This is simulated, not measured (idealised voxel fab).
Process module in this document: voxel wiring stack
For reference, the cross-section in this document is cut, with width 245 nm and square cells of 5 nm.
Notation: cross-section as square-cell grid; stated in bands, top first, going down; one or more cell rows per band. Top, bottom (nm), then materials left to right with widths (nm); lone material tagged "throughout" fills the whole band edge to edge; "blank" = empty space. Measure heights from 0. That's the level where, below it, the as-received wafer is all one material. The lowest band is bottomless and extends downward; write it as in "0..down". When a width is written as two numbers, as in "30..40", the first number is the width in the top row of cells of the band and the second is the width in its bottom row, and the width changes by the same amount from each row to the next. "no change occurred" means the step left every cell of the cross-section as it was. Enclosed voids (no open way to top), threshold 8 cells or more, entry "Completely sealed voids", notation width x height at distance, distance from left edge, nm. Post-settings text on a step line: simulator's own remark regarding the step. overlay nm: for a step with a mask, the amount by which the mask lay right of where it was planned; a negative amount means left of it.
## So here's the lineup of process steps we planned
- 1: RECEIVE,material Si
- 2: CONFORMAL_DEP,material SiO2,thk nm 15
- 3: DIRECTIONAL_DEP,material TiN,thk nm 5
- 4: DIRECTIONAL_DEP,material W,thk nm 20
- 5: DIRECTIONAL_DEP,material aC,thk nm 15
- 6: PATTERN,tone cover,mask id METAL_1,material resist,width nm 20,pitch nm 50,thk nm 35,overlay nm 0
- 7: DIRECTIONAL_ETCH,etch materials aC,depth nm 15
- 8: STRIP,etch materials resist
- 9: DIRECTIONAL_ETCH,etch materials W,depth nm 20
- 10: DIRECTIONAL_ETCH,etch materials TiN,depth nm 5
- 11: STRIP,etch materials aC
- 12: FILL_DEP,material lowk,thk nm 10
- 13: CMP,height nm 40
- 14: CONFORMAL_DEP,material SiCN,thk nm 5
- 15: DIRECTIONAL_DEP,material SiO2,thk nm 15
- 16: MASKED_ETCH,tone open,mask id PLUG_1,width nm 15,etch materials SiO2,depth nm 15,overlay nm 0
- 17: MASKED_ETCH,tone open,mask id PLUG_1,width nm 15,etch materials SiCN,depth nm 5,overlay nm 0
- 18: EPI,material Ru,thk nm 10
- 19: EPI,material Ru,thk nm 10
- 20: DIRECTIONAL_DEP,material TiN,thk nm 5
- 21: DIRECTIONAL_DEP,material Ru,thk nm 20
- 22: MASKED_ETCH,tone cover,mask id METAL_2,width nm 20,pitch nm 50,etch materials Ru,depth nm 20,overlay nm 0
- 23: MASKED_ETCH,tone cover,mask id METAL_2,width nm 20,pitch nm 50,etch materials TiN,depth nm 5,overlay nm 0
- 24: CONFORMAL_DEP,material SiN,thk nm 5
- 25: FILL_DEP,material lowk,thk nm 10
- 26: CMP,height nm 85
- 27: CONFORMAL_DEP,material SiCN,thk nm 5
- 28: DIRECTIONAL_DEP,material lowk,thk nm 10
- 29: DIRECTIONAL_DEP,material aC,thk nm 10
- 30: PATTERN,tone open,mask id PLUG_2,material resist,width nm 15,thk nm 25,overlay nm 0
- 31: DIRECTIONAL_ETCH,etch materials aC,depth nm 10
- 32: STRIP,etch materials resist
- 33: DIRECTIONAL_ETCH,etch materials lowk,depth nm 10
- 34: DIRECTIONAL_ETCH,etch materials SiCN,depth nm 5
- 35: STRIP,etch materials aC
- 36: CONFORMAL_DEP,material TiN,thk nm 5
- 37: FILL_DEP,material Cu,thk nm 5
- 38: CMP,height nm 100
- 39: CONFORMAL_DEP,material SiN,thk nm 5
- 40: DIRECTIONAL_DEP,material SiO2,thk nm 15
- 41: PATTERN,tone open,mask id METAL_3,material resist,width nm 15,pitch nm 50,thk nm 20,overlay nm 0
- 42: DIRECTIONAL_ETCH,etch materials SiO2,depth nm 15
- 43: DIRECTIONAL_ETCH,etch materials SiN,depth nm 5
- 44: STRIP,etch materials resist
- 45: CONFORMAL_DEP,material TiN,thk nm 5
- 46: FILL_DEP,material W,thk nm 5
- 47: CMP,height nm 120
- 48: EPI,material Ru,thk nm 5
- 49: FILL_DEP,material SiCN,thk nm 5
- 50: DIRECTIONAL_DEP,material lowk,thk nm 30
- 51: MASKED_ETCH,tone open,mask id METAL_4_HOLES,width nm 15,pitch nm 50,etch materials lowk,depth nm 30,overlay nm 0
- 52: PATTERN,tone open,mask id METAL_4,material resist,width nm 20,pitch nm 50,thk nm 20,overlay nm 0
- 53: DIRECTIONAL_ETCH,etch materials lowk,depth nm 15
- 54: DIRECTIONAL_ETCH,etch materials SiCN,depth nm 5
- 55: STRIP,etch materials resist
- 56: CONFORMAL_DEP,material TiN,thk nm 5
- 57: FILL_DEP,material Cu,thk nm 5
- 58: CMP,height nm 160
- 59: CONFORMAL_DEP,material SiCN,thk nm 5
The plan shows the width nm of step 41 as the first wafer had it; this setting differs between the wafers, which start out alike.
## This is how the first of several wafers looked in cross-section when it arrived, which is after step 1
* 0..down = Si throughout
* Completely sealed voids: none
## Every row in this table is a wafer at the end of the module, and it gives, for each of the materials, the cells that wafer has gained (+) or lost (-) since it was received, then its closed voids
width nm 15 | +18 Cu | +54 Ru | +223 SiCN | +100 SiN | +414 SiO2 | +73 TiN | +38 W | +697 lowk | Completely sealed voids: none
width nm 20 | +18 Cu | +56 Ru | +221 SiCN | +98 SiN | +408 SiO2 | +75 TiN | +44 W | +697 lowk | Completely sealed voids: none
width nm 25 | +18 Cu | +58 Ru | +219 SiCN | +96 SiN | +402 SiO2 | +77 TiN | +50 W | +697 lowk | Completely sealed voids: none
width nm 30 | +18 Cu | +60 Ru | +217 SiCN | +94 SiN | +396 SiO2 | +79 TiN | +56 W | +697 lowk | Completely sealed voids: none
width nm 35 | +18 Cu | +62 Ru | +215 SiCN | +92 SiN | +390 SiO2 | +81 TiN | +62 W | +697 lowk | Completely sealed voids: none
